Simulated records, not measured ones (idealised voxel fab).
voxel self aligned vias: a process module
Square cell edge 5 nm, section width 205 nm, ID cut.
Heads up, the way a cross-section reads in here is a grid of square cells, handed over as bands from the top down, with every band being one or more rows of cells. Heights first: top, then bottom, in nm. Then materials, left to right, each with a width in nm. "edge to edge" on a single material: fills the band edge to edge. "blank": empty space. Where do heights start? At 0: under that level the wafer as delivered is made of one material only. And the lowest band has no floor; it just carries on downward, as in "0 down". You'd read "30->40" like this: the band's top row of cells is as wide as the first number, its bottom row is as wide as the second, and going down, every row changes width by the same amount as the row before did. "all unchanged" (step): cross-section cells unchanged, all of them. Under "Completely enclosed voids" you'll find the enclosed gaps, the ones with no way out to the top, that are 8 cells or bigger; each reads width x height at distance, with distance counted from the left edge, everything in nm. Past the settings on a step's line: simulator remark, on that step. overlay nm, on a step with a mask: how far to the right of its planned place the mask lay; to the left if negative.

Planned process steps:
1 RECEIVE [material Si]
2 CONFORMAL_DEP [material SiO2] [thk nm 15]
3 CONFORMAL_DEP [material SiCN] [thk nm 5]
4 DIRECTIONAL_DEP [material SiO2] [thk nm 20]
5 PATTERN [tone open] [mask id LINES] [material resist] [width nm 25] [pitch nm 60] [thk nm 20] [overlay nm 0]
6 DIRECTIONAL_ETCH [etch materials SiO2] [depth nm 20]
7 STRIP [etch materials resist]
8 CONFORMAL_DEP [material TiN] [thk nm 5]
9 FILL_DEP [material Ru] [thk nm 5]
10 CMP [height nm 40]
11 SELECTIVE_ETCH [etch materials W Ru TiN] [depth nm 5]
12 FILL_DEP [material SiN] [thk nm 5]
13 CMP [height nm 40]
14 DIRECTIONAL_DEP [material SiO2] [thk nm 15]
15 MASKED_ETCH [tone open] [mask id VIAS] [width nm 45] [pitch nm 60] [etch materials SiO2] [depth nm 15] [overlay nm 0]
16 MASKED_ETCH [tone open] [mask id VIAS] [width nm 45] [pitch nm 60] [etch materials SiN] [depth nm 5] [overlay nm 0]
17 CONFORMAL_DEP [material TiN] [thk nm 5]
18 FILL_DEP [material W] [thk nm 5]
19 CMP [height nm 55]
20 CONFORMAL_DEP [material SiN] [thk nm 5]

First wafer, two in total, run as planned:

As received, after step 1:
    0 down = Si edge to edge
    Completely enclosed voids: none

So this is the wafer cross-section right after step 2:
    15 to 0 = SiO2 edge to edge
    For the remainder of the cross-section, below 0, there is no change.

So this is the wafer cross-section right after step 3:
    20 to 15 = SiCN edge to edge
    For the remainder of the cross-section, below 15, there is no change.

So this is the wafer cross-section right after step 4:
    40 to 20 = SiO2 edge to edge
    For the remainder of the cross-section, below 20, there is no change.

So this is the wafer cross-section right after step 5:
    60 to 40 = resist 30 nm; blank 25 nm; resist 35 nm; blank 25 nm; resist 35 nm; blank 25 nm; resist 30 nm
    For the remainder of the cross-section, below 40, there is no change.

So this is the wafer cross-section right after step 6:
    60 to 40 = resist 30 nm; blank 25 nm; resist 35 nm; blank 25 nm; resist 35 nm; blank 25 nm; resist 30 nm
    40 to 20 = SiO2 30 nm; blank 25 nm; SiO2 35 nm; blank 25 nm; SiO2 35 nm; blank 25 nm; SiO2 30 nm
    For the remainder of the cross-section, below 20, there is no change.

So this is the wafer cross-section right after step 7:
    40 to 20 = SiO2 30 nm; blank 25 nm; SiO2 35 nm; blank 25 nm; SiO2 35 nm; blank 25 nm; SiO2 30 nm
    For the remainder of the cross-section, below 20, there is no change.

So this is the wafer cross-section right after step 8:
    45 to 40 = TiN 35 nm; blank 15 nm; TiN 45 nm; blank 15 nm; TiN 45 nm; blank 15 nm; TiN 35 nm
    40 to 25 = SiO2 30 nm; TiN 5 nm; blank 15 nm; TiN 5 nm; SiO2 35 nm; TiN 5 nm; blank 15 nm; TiN 5 nm; SiO2 35 nm; TiN 5 nm; blank 15 nm; TiN 5 nm; SiO2 30 nm
    25 to 20 = SiO2 30 nm; TiN 25 nm; SiO2 35 nm; TiN 25 nm; SiO2 35 nm; TiN 25 nm; SiO2 30 nm
    For the remainder of the cross-section, below 20, there is no change.

So this is the wafer cross-section right after step 9:
    50 to 45 = Ru edge to edge
    45 to 40 = TiN 35 nm; Ru 15 nm; TiN 45 nm; Ru 15 nm; TiN 45 nm; Ru 15 nm; TiN 35 nm
    40 to 25 = SiO2 30 nm; TiN 5 nm; Ru 15 nm; TiN 5 nm; SiO2 35 nm; TiN 5 nm; Ru 15 nm; TiN 5 nm; SiO2 35 nm; TiN 5 nm; Ru 15 nm; TiN 5 nm; SiO2 30 nm
    For the remainder of the cross-section, below 25, there is no change.

So this is the wafer cross-section right after step 10:
    40 to 25 = SiO2 30 nm; TiN 5 nm; Ru 15 nm; TiN 5 nm; SiO2 35 nm; TiN 5 nm; Ru 15 nm; TiN 5 nm; SiO2 35 nm; TiN 5 nm; Ru 15 nm; TiN 5 nm; SiO2 30 nm
    For the remainder of the cross-section, below 25, there is no change.

So this is the wafer cross-section right after step 11:
    40 to 35 = SiO2 30 nm; blank 25 nm; SiO2 35 nm; blank 25 nm; SiO2 35 nm; blank 25 nm; SiO2 30 nm
    For the remainder of the cross-section, below 35, there is no change.

So this is the wafer cross-section right after step 12:
    45 to 40 = SiN edge to edge
    40 to 35 = SiO2 30 nm; SiN 25 nm; SiO2 35 nm; SiN 25 nm; SiO2 35 nm; SiN 25 nm; SiO2 30 nm
    For the remainder of the cross-section, below 35, there is no change.

So this is the wafer cross-section right after step 13:
    40 to 35 = SiO2 30 nm; SiN 25 nm; SiO2 35 nm; SiN 25 nm; SiO2 35 nm; SiN 25 nm; SiO2 30 nm
    For the remainder of the cross-section, below 35, there is no change.

So this is the wafer cross-section right after step 14:
    55 to 40 = SiO2 edge to edge
    For the remainder of the cross-section, below 40, there is no change.

So this is the wafer cross-section right after step 15:
    55 to 40 = SiO2 20 nm; blank 45 nm; SiO2 15 nm; blank 45 nm; SiO2 15 nm; blank 45 nm; SiO2 20 nm
    For the remainder of the cross-section, below 40, there is no change.

So this is the wafer cross-section right after step 16:
    55 to 40 = SiO2 20 nm; blank 45 nm; SiO2 15 nm; blank 45 nm; SiO2 15 nm; blank 45 nm; SiO2 20 nm
    40 to 35 = SiO2 30 nm; blank 25 nm; SiO2 35 nm; blank 25 nm; SiO2 35 nm; blank 25 nm; SiO2 30 nm
    For the remainder of the cross-section, below 35, there is no change.

So this is the wafer cross-section right after step 17:
    60 to 55 = TiN 25 nm; blank 35 nm; TiN 25 nm; blank 35 nm; TiN 25 nm; blank 35 nm; TiN 25 nm
    55 to 45 = SiO2 20 nm; TiN 5 nm; blank 35 nm; TiN 5 nm; SiO2 15 nm; TiN 5 nm; blank 35 nm; TiN 5 nm; SiO2 15 nm; TiN 5 nm; blank 35 nm; TiN 5 nm; SiO2 20 nm
    45 to 40 = SiO2 20 nm; TiN 15 nm; blank 15 nm; TiN 15 nm; SiO2 15 nm; TiN 15 nm; blank 15 nm; TiN 15 nm; SiO2 15 nm; TiN 15 nm; blank 15 nm; TiN 15 nm; SiO2 20 nm
    40 to 35 = SiO2 30 nm; TiN 25 nm; SiO2 35 nm; TiN 25 nm; SiO2 35 nm; TiN 25 nm; SiO2 30 nm
    For the remainder of the cross-section, below 35, there is no change.

So this is the wafer cross-section right after step 18:
    65 to 60 = W edge to edge
    60 to 55 = TiN 25 nm; W 35 nm; TiN 25 nm; W 35 nm; TiN 25 nm; W 35 nm; TiN 25 nm
    55 to 45 = SiO2 20 nm; TiN 5 nm; W 35 nm; TiN 5 nm; SiO2 15 nm; TiN 5 nm; W 35 nm; TiN 5 nm; SiO2 15 nm; TiN 5 nm; W 35 nm; TiN 5 nm; SiO2 20 nm
    45 to 40 = SiO2 20 nm; TiN 15 nm; W 15 nm; TiN 15 nm; SiO2 15 nm; TiN 15 nm; W 15 nm; TiN 15 nm; SiO2 15 nm; TiN 15 nm; W 15 nm; TiN 15 nm; SiO2 20 nm
    For the remainder of the cross-section, below 40, there is no change.

So this is the wafer cross-section right after step 19:
    55 to 45 = SiO2 20 nm; TiN 5 nm; W 35 nm; TiN 5 nm; SiO2 15 nm; TiN 5 nm; W 35 nm; TiN 5 nm; SiO2 15 nm; TiN 5 nm; W 35 nm; TiN 5 nm; SiO2 20 nm
    For the remainder of the cross-section, below 45, there is no change.

So this is the wafer cross-section right after step 20:
    60 to 55 = SiN edge to edge
    For the remainder of the cross-section, below 55, there is no change.

The second wafer was prepared from the same starting point and under the same plan as the first; its processing contained one mistake, and it remains indistinguishable from the first wafer up to and including step 2:

Cross-sectional view of the second wafer at the intended end time of process step 3: all unchanged

Cross-sectional view of the second wafer at the intended end time of process step 4:
    35 to 0 = SiO2 edge to edge
    For the remainder of the cross-section, below 0, there is no change.

Cross-sectional view of the second wafer at the intended end time of process step 5:
    55 to 35 = resist 30 nm; blank 25 nm; resist 35 nm; blank 25 nm; resist 35 nm; blank 25 nm; resist 30 nm
    For the remainder of the cross-section, below 35, there is no change.

Cross-sectional view of the second wafer at the intended end time of process step 6:
    55 to 35 = resist 30 nm; blank 25 nm; resist 35 nm; blank 25 nm; resist 35 nm; blank 25 nm; resist 30 nm
    35 to 15 = SiO2 30 nm; blank 25 nm; SiO2 35 nm; blank 25 nm; SiO2 35 nm; blank 25 nm; SiO2 30 nm
    For the remainder of the cross-section, below 15, there is no change.

Cross-sectional view of the second wafer at the intended end time of process step 7:
    35 to 15 = SiO2 30 nm; blank 25 nm; SiO2 35 nm; blank 25 nm; SiO2 35 nm; blank 25 nm; SiO2 30 nm
    For the remainder of the cross-section, below 15, there is no change.

Cross-sectional view of the second wafer at the intended end time of process step 8:
    40 to 35 = TiN 35 nm; blank 15 nm; TiN 45 nm; blank 15 nm; TiN 45 nm; blank 15 nm; TiN 35 nm
    35 to 20 = SiO2 30 nm; TiN 5 nm; blank 15 nm; TiN 5 nm; SiO2 35 nm; TiN 5 nm; blank 15 nm; TiN 5 nm; SiO2 35 nm; TiN 5 nm; blank 15 nm; TiN 5 nm; SiO2 30 nm
    20 to 15 = SiO2 30 nm; TiN 25 nm; SiO2 35 nm; TiN 25 nm; SiO2 35 nm; TiN 25 nm; SiO2 30 nm
    For the remainder of the cross-section, below 15, there is no change.

Cross-sectional view of the second wafer at the intended end time of process step 9:
    45 to 40 = Ru edge to edge
    40 to 35 = TiN 35 nm; Ru 15 nm; TiN 45 nm; Ru 15 nm; TiN 45 nm; Ru 15 nm; TiN 35 nm
    35 to 20 = SiO2 30 nm; TiN 5 nm; Ru 15 nm; TiN 5 nm; SiO2 35 nm; TiN 5 nm; Ru 15 nm; TiN 5 nm; SiO2 35 nm; TiN 5 nm; Ru 15 nm; TiN 5 nm; SiO2 30 nm
    For the remainder of the cross-section, below 20, there is no change.

Cross-sectional view of the second wafer at the intended end time of process step 10:
    40 to 35 = TiN 35 nm; Ru 15 nm; TiN 45 nm; Ru 15 nm; TiN 45 nm; Ru 15 nm; TiN 35 nm
    For the remainder of the cross-section, below 35, there is no change.

Cross-sectional view of the second wafer at the intended end time of process step 11:
    35 to 20 = SiO2 30 nm; TiN 5 nm; Ru 15 nm; TiN 5 nm; SiO2 35 nm; TiN 5 nm; Ru 15 nm; TiN 5 nm; SiO2 35 nm; TiN 5 nm; Ru 15 nm; TiN 5 nm; SiO2 30 nm
    For the remainder of the cross-section, below 20, there is no change.

Cross-sectional view of the second wafer at the intended end time of process step 12:
    40 to 35 = SiN edge to edge
    For the remainder of the cross-section, below 35, there is no change.

Cross-sectional view of the second wafer at the intended end time of process step 13: all unchanged

Cross-sectional view of the second wafer at the intended end time of process step 14:
    55 to 40 = SiO2 edge to edge
    For the remainder of the cross-section, below 40, there is no change.

Cross-sectional view of the second wafer at the intended end time of process step 15:
    55 to 40 = SiO2 20 nm; blank 45 nm; SiO2 15 nm; blank 45 nm; SiO2 15 nm; blank 45 nm; SiO2 20 nm
    For the remainder of the cross-section, below 40, there is no change.

Cross-sectional view of the second wafer at the intended end time of process step 16:
    55 to 40 = SiO2 20 nm; blank 45 nm; SiO2 15 nm; blank 45 nm; SiO2 15 nm; blank 45 nm; SiO2 20 nm
    40 to 35 = SiN 20 nm; blank 45 nm; SiN 15 nm; blank 45 nm; SiN 15 nm; blank 45 nm; SiN 20 nm
    For the remainder of the cross-section, below 35, there is no change.

Cross-sectional view of the second wafer at the intended end time of process step 17:
    60 to 55 = TiN 25 nm; blank 35 nm; TiN 25 nm; blank 35 nm; TiN 25 nm; blank 35 nm; TiN 25 nm
    55 to 40 = SiO2 20 nm; TiN 5 nm; blank 35 nm; TiN 5 nm; SiO2 15 nm; TiN 5 nm; blank 35 nm; TiN 5 nm; SiO2 15 nm; TiN 5 nm; blank 35 nm; TiN 5 nm; SiO2 20 nm
    40 to 35 = SiN 20 nm; TiN 45 nm; SiN 15 nm; TiN 45 nm; SiN 15 nm; TiN 45 nm; SiN 20 nm
    For the remainder of the cross-section, below 35, there is no change.

Cross-sectional view of the second wafer at the intended end time of process step 18:
    65 to 60 = W edge to edge
    60 to 55 = TiN 25 nm; W 35 nm; TiN 25 nm; W 35 nm; TiN 25 nm; W 35 nm; TiN 25 nm
    55 to 40 = SiO2 20 nm; TiN 5 nm; W 35 nm; TiN 5 nm; SiO2 15 nm; TiN 5 nm; W 35 nm; TiN 5 nm; SiO2 15 nm; TiN 5 nm; W 35 nm; TiN 5 nm; SiO2 20 nm
    For the remainder of the cross-section, below 40, there is no change.

Cross-sectional view of the second wafer at the intended end time of process step 19:
    55 to 40 = SiO2 20 nm; TiN 5 nm; W 35 nm; TiN 5 nm; SiO2 15 nm; TiN 5 nm; W 35 nm; TiN 5 nm; SiO2 15 nm; TiN 5 nm; W 35 nm; TiN 5 nm; SiO2 20 nm
    For the remainder of the cross-section, below 40, there is no change.

Cross-sectional view of the second wafer at the intended end time of process step 20:
    60 to 55 = SiN edge to edge
    For the remainder of the cross-section, below 55, there is no change.
What was the processing mistake? not run: step 3 of the plan (skipped)
Final difference in cells, second wafer against first, listed per material as more or fewer: Ru +9 | SiCN -41 | SiN +14 | TiN +6 | W +12
